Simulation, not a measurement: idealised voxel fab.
process module | voxel self aligned contacts
cross-section cut | 175 nm wide | cells 5 nm
A cross-section is a grid of square cells, given in bands from the top down. A band is one or more rows of cells.
Each band's line starts with the height of the band's top and of its bottom, in nm. Then come its materials from left to right, each with its width in nm. One material with "throughout" fills the band from edge to edge. "air" is empty space.
Height 0 is the level under which the wafer as received is all one material. The lowest band goes on downwards, as in "0 down".
A width such as "30 to 40" changes by the same amount from each row of cells to the next, from the band's top row to its bottom row.
"no change" after a step means that no cell of the cross-section changed.
closed voids: empty space of 8 cells or more with no open way to the top, each as width x height at its distance from the left edge, in nm
after a step's settings: what the simulator itself notes on the step
overlay nm, on a step with a mask: how far to the right of its planned place the mask lay; to the left if negative
plan
1 op RECEIVE | material Si
2 op CONFORMAL_DEP | material SiO2 | thk nm 5
3 op DIRECTIONAL_DEP | material polySi | thk nm 25
4 op DIRECTIONAL_DEP | material SiN | thk nm 15
5 op DIRECTIONAL_DEP | material aC | thk nm 10
6 op PATTERN | tone cover | mask id GATE | material resist | width nm 30 | pitch nm 55 | thk nm 30 | overlay nm 0
7 op DIRECTIONAL_ETCH | etch materials aC | depth nm 10
8 op STRIP | etch materials resist
9 op DIRECTIONAL_ETCH | etch materials SiN | depth nm 15
10 op DIRECTIONAL_ETCH | etch materials polySi | depth nm 25
11 op STRIP | etch materials aC
12 op CONFORMAL_DEP | material SiN | thk nm 5
13 op DIRECTIONAL_ETCH | etch materials SiN | depth nm 5
14 op FILL_DEP | material SiO2 | thk nm 20
15 op CMP | height nm 55
16 op MASKED_ETCH | tone open | mask id CONTACT | width nm 35 | etch materials SiO2 | depth nm 55 | overlay nm 0
17 op CONFORMAL_DEP | material TiN | thk nm 5
18 op FILL_DEP | material Ru | thk nm 5
19 op CMP | height nm 55
20 op CONFORMAL_DEP | material SiCN | thk nm 5
first wafer, as planned
as received, after step 1
  0 down: Si throughout
  closed voids: none
after step 2
  5 to 0: SiO2 throughout
  below 0: unchanged
after step 3
  30 to 5: polySi throughout
  below 5: unchanged
after step 4
  45 to 30: SiN throughout
  below 30: unchanged
after step 5
  55 to 45: aC throughout
  below 45: unchanged
after step 6
  85 to 55: air 45 | resist 30 | air 25 | resist 30 | air 45
  below 55: unchanged
after step 7
  75 to 55: air 45 | resist 30 | air 25 | resist 30 | air 45
  55 to 45: air 45 | aC 30 | air 25 | aC 30 | air 45
  below 45: unchanged
after step 8
  55 to 45: air 45 | aC 30 | air 25 | aC 30 | air 45
  below 45: unchanged
after step 9
  55 to 45: air 45 | aC 30 | air 25 | aC 30 | air 45
  45 to 30: air 45 | SiN 30 | air 25 | SiN 30 | air 45
  below 30: unchanged
after step 10
  55 to 45: air 45 | aC 30 | air 25 | aC 30 | air 45
  45 to 30: air 45 | SiN 30 | air 25 | SiN 30 | air 45
  30 to 5: air 45 | polySi 30 | air 25 | polySi 30 | air 45
  below 5: unchanged
after step 11
  45 to 30: air 45 | SiN 30 | air 25 | SiN 30 | air 45
  below 30: unchanged
after step 12
  50 to 30: air 40 | SiN 40 | air 15 | SiN 40 | air 40
  30 to 10: air 40 | SiN 5 | polySi 30 | SiN 5 | air 15 | SiN 5 | polySi 30 | SiN 5 | air 40
  10 to 5: SiN 45 | polySi 30 | SiN 25 | polySi 30 | SiN 45
  below 5: unchanged
after step 13
  45 to 30: air 40 | SiN 40 | air 15 | SiN 40 | air 40
  30 to 5: air 40 | SiN 5 | polySi 30 | SiN 5 | air 15 | SiN 5 | polySi 30 | SiN 5 | air 40
  below 5: unchanged
after step 14
  65 to 45: SiO2 throughout
  45 to 30: SiO2 40 | SiN 40 | SiO2 15 | SiN 40 | SiO2 40
  30 to 5: SiO2 40 | SiN 5 | polySi 30 | SiN 5 | SiO2 15 | SiN 5 | polySi 30 | SiN 5 | SiO2 40
  below 5: unchanged
after step 15
  55 to 45: SiO2 throughout
  below 45: unchanged
after step 16
  55 to 45: SiO2 70 | air 35 | SiO2 70
  45 to 30: SiO2 40 | SiN 40 | air 15 | SiN 40 | SiO2 40
  30 to 5: SiO2 40 | SiN 5 | polySi 30 | SiN 5 | air 15 | SiN 5 | polySi 30 | SiN 5 | SiO2 40
  5 to 0: SiO2 80 | air 15 | SiO2 80
  below 0: unchanged
after step 17
  60 to 55: TiN 75 | air 25 | TiN 75
  55 to 45: SiO2 70 | TiN 5 to 15 | air 25 to 5 | TiN 5 to 15 | SiO2 70
  45 to 30: SiO2 40 | SiN 40 | TiN 5 | air 5 | TiN 5 | SiN 40 | SiO2 40
  30 to 5: SiO2 40 | SiN 5 | polySi 30 | SiN 5 | TiN 5 | air 5 | TiN 5 | SiN 5 | polySi 30 | SiN 5 | SiO2 40
  5 to 0: SiO2 80 | TiN 15 | SiO2 80
  below 0: unchanged
after step 18
  65 to 60: Ru throughout
  60 to 55: TiN 75 | Ru 25 | TiN 75
  55 to 45: SiO2 70 | TiN 5 to 15 | Ru 25 to 5 | TiN 5 to 15 | SiO2 70
  45 to 30: SiO2 40 | SiN 40 | TiN 5 | Ru 5 | TiN 5 | SiN 40 | SiO2 40
  30 to 5: SiO2 40 | SiN 5 | polySi 30 | SiN 5 | TiN 5 | Ru 5 | TiN 5 | SiN 5 | polySi 30 | SiN 5 | SiO2 40
  below 5: unchanged
after step 19
  55 to 45: SiO2 70 | TiN 5 to 15 | Ru 25 to 5 | TiN 5 to 15 | SiO2 70
  below 45: unchanged
after step 20
  60 to 55: SiCN throughout
  below 55: unchanged
second wafer: like start, like plan, one mistake. Through step 11 it matches the first wafer
when step 12 should have ended
  40 to 30: air 45 | SiN 30 | air 25 | SiN 30 | air 45
  below 30: unchanged
when step 13 should have ended
  45 to 30: air 40 | SiN 40 | air 15 | SiN 40 | air 40
  30 to 10: air 40 | SiN 5 | polySi 30 | SiN 5 | air 15 | SiN 5 | polySi 30 | SiN 5 | air 40
  10 to 5: SiN 45 | polySi 30 | SiN 25 | polySi 30 | SiN 45
  below 5: unchanged
when step 14 should have ended
  65 to 45: SiO2 throughout
  45 to 30: SiO2 40 | SiN 40 | SiO2 15 | SiN 40 | SiO2 40
  30 to 10: SiO2 40 | SiN 5 | polySi 30 | SiN 5 | SiO2 15 | SiN 5 | polySi 30 | SiN 5 | SiO2 40
  below 10: unchanged
when step 15 should have ended
  55 to 45: SiO2 throughout
  below 45: unchanged
when step 16 should have ended
  55 to 45: SiO2 70 | air 35 | SiO2 70
  45 to 30: SiO2 40 | SiN 40 | air 15 | SiN 40 | SiO2 40
  30 to 10: SiO2 40 | SiN 5 | polySi 30 | SiN 5 | air 15 | SiN 5 | polySi 30 | SiN 5 | SiO2 40
  below 10: unchanged
when step 17 should have ended
  60 to 55: TiN 75 | air 25 | TiN 75
  55 to 45: SiO2 70 | TiN 5 to 15 | air 25 to 5 | TiN 5 to 15 | SiO2 70
  45 to 30: SiO2 40 | SiN 40 | TiN 5 | air 5 | TiN 5 | SiN 40 | SiO2 40
  30 to 15: SiO2 40 | SiN 5 | polySi 30 | SiN 5 | TiN 5 | air 5 | TiN 5 | SiN 5 | polySi 30 | SiN 5 | SiO2 40
  15 to 10: SiO2 40 | SiN 5 | polySi 30 | SiN 5 | TiN 15 | SiN 5 | polySi 30 | SiN 5 | SiO2 40
  below 10: unchanged
when step 18 should have ended
  65 to 60: Ru throughout
  60 to 55: TiN 75 | Ru 25 | TiN 75
  55 to 45: SiO2 70 | TiN 5 to 15 | Ru 25 to 5 | TiN 5 to 15 | SiO2 70
  45 to 30: SiO2 40 | SiN 40 | TiN 5 | Ru 5 | TiN 5 | SiN 40 | SiO2 40
  30 to 15: SiO2 40 | SiN 5 | polySi 30 | SiN 5 | TiN 5 | Ru 5 | TiN 5 | SiN 5 | polySi 30 | SiN 5 | SiO2 40
  below 15: unchanged
when step 19 should have ended
  55 to 45: SiO2 70 | TiN 5 to 15 | Ru 25 to 5 | TiN 5 to 15 | SiO2 70
  below 45: unchanged
when step 20 should have ended
  60 to 55: SiCN throughout
  below 55: unchanged
what went wrong: steps 12 and 13 were swapped
at the end the second wafer has, in cells: 2 fewer of Ru | 19 more of SiN | 13 fewer of SiO2 | 4 fewer of TiN
